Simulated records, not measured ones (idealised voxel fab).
process module | voxel wiring stack
cross-section cut | 235 nm wide | cells 5 nm
A cross-section is a grid of square cells, given in bands from the top down. A band is one or more rows of cells.
Each band's line starts with the height of the band's top and of its bottom, in nm. Then come its materials from left to right, each with its width in nm. One material with "throughout" fills the band from edge to edge. "air" is empty space.
Height 0 is the level under which the wafer as received is all one material. The lowest band goes on downwards, as in "0 down".
A width such as "30 to 40" changes by the same amount from each row of cells to the next, from the band's top row to its bottom row.
"no change" after a step means that no cell of the cross-section changed.
closed voids: empty space of 8 cells or more with no open way to the top, each as width x height at its distance from the left edge, in nm
after a step's settings: what the simulator itself notes on the step
overlay nm, on a step with a mask: how far to the right of its planned place the mask lay; to the left if negative
plan
1 op RECEIVE | material Si
2 op CONFORMAL_DEP | material SiO2 | thk nm 10
3 op CONFORMAL_DEP | material SiCN | thk nm 5
4 op DIRECTIONAL_DEP | material SiO2 | thk nm 25
5 op MASKED_ETCH | tone open | mask id METAL_1 | width nm 25 | pitch nm 45 | etch materials SiO2 | depth nm 25 | overlay nm 0
6 op MASKED_ETCH | tone open | mask id METAL_1 | width nm 25 | pitch nm 45 | etch materials SiCN | depth nm 5 | overlay nm 0
7 op CONFORMAL_DEP | material TiN | thk nm 5
8 op FILL_DEP | material Cu | thk nm 10
9 op CMP | height nm 40
10 op CONFORMAL_DEP | material SiCN | thk nm 5
11 op DIRECTIONAL_DEP | material lowk | thk nm 30
12 op DIRECTIONAL_DEP | material aC | thk nm 10
13 op PATTERN | tone open | mask id METAL_2_HOLES | material resist | width nm 15 | pitch nm 90 | thk nm 30 | overlay nm 0
14 op DIRECTIONAL_ETCH | etch materials aC | depth nm 10
15 op STRIP | etch materials resist
16 op DIRECTIONAL_ETCH | etch materials lowk | depth nm 30
17 op STRIP | etch materials aC
18 op MASKED_ETCH | tone open | mask id METAL_2 | width nm 25 | pitch nm 45 | etch materials lowk | depth nm 20 | overlay nm 0
19 op MASKED_ETCH | tone open | mask id METAL_2 | width nm 25 | pitch nm 45 | etch materials SiCN | depth nm 5 | overlay nm 0
20 op CONFORMAL_DEP | material TiN | thk nm 5
21 op FILL_DEP | material Cu | thk nm 5
22 op CMP | height nm 75
23 op CONFORMAL_DEP | material SiCN | thk nm 5
24 op DIRECTIONAL_DEP | material lowk | thk nm 20
25 op MASKED_ETCH | tone open | mask id PLUG_2 | width nm 15 | pitch nm 90 | etch materials lowk | depth nm 20 | overlay nm 0
26 op MASKED_ETCH | tone open | mask id PLUG_2 | width nm 15 | pitch nm 90 | etch materials SiCN | depth nm 5 | overlay nm -15
27 op EPI | material Ru | thk nm 10
28 op EPI | material Ru | thk nm 10
29 op EPI | material Ru | thk nm 5
30 op CONFORMAL_DEP | material SiN | thk nm 5
31 op DIRECTIONAL_DEP | material lowk | thk nm 15
32 op PATTERN | tone open | mask id METAL_3 | material resist | width nm 25 | pitch nm 45 | thk nm 20 | overlay nm 0
33 op DIRECTIONAL_ETCH | etch materials lowk | depth nm 15
34 op DIRECTIONAL_ETCH | etch materials SiN | depth nm 5
35 op STRIP | etch materials resist
36 op CONFORMAL_DEP | material TiN | thk nm 5
37 op FILL_DEP | material Cu | thk nm 10
38 op CMP | height nm 120
39 op EPI | material Ru | thk nm 5
40 op FILL_DEP | material SiCN | thk nm 5
41 op DIRECTIONAL_DEP | material SiO2 | thk nm 10
42 op PATTERN | tone open | mask id PLUG_3 | material resist | width nm 15 | pitch nm 45 | thk nm 15 | overlay nm 0
43 op DIRECTIONAL_ETCH | etch materials SiO2 | depth nm 10
44 op DIRECTIONAL_ETCH | etch materials SiCN | depth nm 5
45 op STRIP | etch materials resist
46 op EPI | material Ru | thk nm 10
47 op EPI | material Ru | thk nm 5
48 op CONFORMAL_DEP | material SiCN | thk nm 5
49 op DIRECTIONAL_DEP | material SiO2 | thk nm 20
50 op PATTERN | tone open | mask id METAL_4 | material resist | width nm 25 | pitch nm 45 | thk nm 15 | overlay nm 0
51 op DIRECTIONAL_ETCH | etch materials SiO2 | depth nm 20
52 op DIRECTIONAL_ETCH | etch materials SiCN | depth nm 5
53 op STRIP | etch materials resist
54 op CONFORMAL_DEP | material TiN | thk nm 5
55 op FILL_DEP | material W | thk nm 10
56 op CMP | height nm 165
57 op CONFORMAL_DEP | material SiCN | thk nm 5
varied across the wafers: overlay nm of step 26. The plan shows the first wafer's value. All wafers start alike
first wafer as received, after step 1
  0 down: Si throughout
  closed voids: none
each wafer at the end: cells of each material gained (+) or lost (-) since it was received, then its closed voids
overlay nm -15 | +105 Cu | +48 Ru | +263 SiCN | +48 SiN | +458 SiO2 | +170 TiN | +36 W | +470 lowk | closed voids: none
overlay nm -10 | +105 Cu | +74 Ru | +261 SiCN | +32 SiN | +458 SiO2 | +162 TiN | +36 W | +470 lowk | closed voids: none
overlay nm -5 | +105 Cu | +76 Ru | +259 SiCN | +32 SiN | +458 SiO2 | +162 TiN | +36 W | +470 lowk | closed voids: none
overlay nm 0 | +105 Cu | +78 Ru | +257 SiCN | +32 SiN | +458 SiO2 | +162 TiN | +36 W | +470 lowk | closed voids: none
overlay nm 5 | +105 Cu | +76 Ru | +259 SiCN | +32 SiN | +458 SiO2 | +162 TiN | +36 W | +470 lowk | closed voids: none
overlay nm 10 | +105 Cu | +74 Ru | +261 SiCN | +32 SiN | +458 SiO2 | +162 TiN | +36 W | +470 lowk | closed voids: none
overlay nm 15 | +105 Cu | +48 Ru | +263 SiCN | +48 SiN | +458 SiO2 | +170 TiN | +36 W | +470 lowk | closed voids: none
